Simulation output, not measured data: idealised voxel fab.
Process module name: voxel capacitor over wiring
We display cut, a cross-section 200 nm in width whose square cells are each 5 nm.
Notation: cross-section as square-cell grid; stated in bands, top first, going down; one or more cell rows per band. In this notation a band is specified by the heights of its top and bottom, in that order and in nm, after which its materials appear from left to right, each paired with its width in nm. The word "edge to edge" attached to a single material means that material fills the band from edge to edge; the word "empty" stands for empty space. Basically, 0 is our baseline, since under it the wafer straight out of the box is all one material. The bottom band has no lower end and keeps on going down, so it looks like "from 0 down". With a width like "30..40", each row of cells in the band differs from the next by the same amount, the top row carrying the first number and the bottom row the second. "remained the same" means the step left every cell of the cross-section as it was. You'll see "Closed void table" listing empty spaces that have no way open to the top, as long as they're 8 cells or more; the notation is width x height at distance, where the distance is from the left edge, and all of it is in nm. Past the settings on a step's line: simulator remark, on that step. overlay nm: how far to the right of its planned place the mask lay on this masked step (negative: to the left).
### This section lists the process steps that were planned
| 1 | RECEIVE with material Si |
| 2 | CONFORMAL_DEP with material SiO2, thk nm 15 |
| 3 | DIRECTIONAL_DEP with material TiN, thk nm 5 |
| 4 | DIRECTIONAL_DEP with material Ru, thk nm 20 |
| 5 | MASKED_ETCH with tone cover, mask id METAL_1, width nm 20, pitch nm 90, etch materials Ru, depth nm 20, overlay nm 0 |
| 6 | MASKED_ETCH with tone cover, mask id METAL_1, width nm 20, pitch nm 90, etch materials TiN, depth nm 5, overlay nm 0 |
| 7 | FILL_DEP with material SiO2, thk nm 10 |
| 8 | CMP with height nm 40 |
| 9 | CONFORMAL_DEP with material SiCN, thk nm 5 |
| 10 | DIRECTIONAL_DEP with material lowk, thk nm 15 |
| 11 | MASKED_ETCH with tone open, mask id PLUG_1, width nm 15, etch materials lowk, depth nm 15, overlay nm 0 |
| 12 | MASKED_ETCH with tone open, mask id PLUG_1, width nm 15, etch materials SiCN, depth nm 5, overlay nm 0 |
| 13 | EPI with material Ru, thk nm 10 |
| 14 | EPI with material Ru, thk nm 10 |
| 15 | DIRECTIONAL_DEP with material TiN, thk nm 10 |
| 16 | DIRECTIONAL_DEP with material SiN, thk nm 5 |
| 17 | DIRECTIONAL_DEP with material TiN, thk nm 10 |
| 18 | DIRECTIONAL_DEP with material aC, thk nm 15 |
| 19 | PATTERN with tone cover, mask id UPPER_PLATE, material resist, width nm 75, thk nm 30, overlay nm 0 |
| 20 | DIRECTIONAL_ETCH with etch materials aC, depth nm 15 |
| 21 | STRIP with etch materials resist |
| 22 | DIRECTIONAL_ETCH with etch materials TiN, depth nm 10 |
| 23 | DIRECTIONAL_ETCH with etch materials SiN, depth nm 5 |
| 24 | STRIP with etch materials aC |
| 25 | MASKED_ETCH with tone cover, mask id LOWER_PLATE, width nm 85, etch materials TiN, depth nm 10, overlay nm 0 |
| 26 | FILL_DEP with material SiO2, thk nm 20 |
| 27 | CMP with height nm 100 |
| 28 | PATTERN with tone open, mask id PLUG_2, material resist, width nm 15, thk nm 15, overlay nm 0 |
| 29 | DIRECTIONAL_ETCH with etch materials SiO2, depth nm 15 |
| 30 | STRIP with etch materials resist |
| 31 | CONFORMAL_DEP with material TiN, thk nm 5 |
| 32 | FILL_DEP with material W, thk nm 10 |
| 33 | CMP with height nm 100 |
| 34 | CONFORMAL_DEP with material SiCN, thk nm 5 |
### Step 1 complete: cross-section of the wafer as received
    from 0 down | Si edge to edge
    Closed void table: none
### As-planned run: cross-section of the first of two wafers at end of module
    from 105 to 100 | SiCN edge to edge
    from 100 to 90 | 60 of SiO2, then 5 of TiN, then 5 of W, then 5 of TiN, then 125 of SiO2
    from 90 to 85 | 60 of SiO2, then 15 of TiN, then 125 of SiO2
    from 85 to 75 | 50 of SiO2, then 75 of TiN, then 75 of SiO2
    from 75 to 70 | 50 of SiO2, then 75 of SiN, then 75 of SiO2
    from 70 to 60 | 45 of SiO2, then 85 of TiN, then 70 of SiO2
    from 60 to 45 | 50 of lowk, then 15 of Ru, then 135 of lowk
    from 45 to 40 | 50 of SiCN, then 15 of Ru, then 135 of SiCN
    from 40 to 20 | 45 of SiO2, then 20 of Ru, then 70 of SiO2, then 20 of Ru, then 45 of SiO2
    from 20 to 15 | 45 of SiO2, then 20 of TiN, then 70 of SiO2, then 20 of TiN, then 45 of SiO2
    from 15 to 0 | SiO2 edge to edge
    from 0 down | Si edge to edge
    Closed void table: none
### End-of-module cross-section of the second wafer: identical starting point and process plan to the first, with one processing mistake
    from 105 to 100 | SiCN edge to edge
    from 100 to 90 | 60 of SiO2, then 5 of TiN, then 5 of W, then 5 of TiN, then 125 of SiO2
    from 90 to 85 | 60 of SiO2, then 15 of TiN, then 125 of SiO2
    from 85 to 75 | 50 of SiO2, then 75 of TiN, then 75 of SiO2
    from 75 to 70 | 50 of SiO2, then 75 of SiN, then 75 of SiO2
    from 70 to 60 | Ru edge to edge
    from 60 to 45 | 50 of lowk, then 15 of Ru, then 135 of lowk
    from 45 to 40 | 50 of SiCN, then 15 of Ru, then 135 of SiCN
    from 40 to 20 | 45 of SiO2, then 20 of Ru, then 70 of SiO2, then 20 of Ru, then 45 of SiO2
    from 20 to 15 | 45 of SiO2, then 20 of TiN, then 70 of SiO2, then 20 of TiN, then 45 of SiO2
    from 15 to 0 | SiO2 edge to edge
    from 0 down | Si edge to edge
    Closed void table: none
The mistake made against the process plan was this: in deviation from the planned setting, step 15 was conducted as DIRECTIONAL_DEP with material Ru, thk nm 10
Final cells, second wafer relative to first, materials higher or lower: +80 Ru | -46 SiO2 | -34 TiN
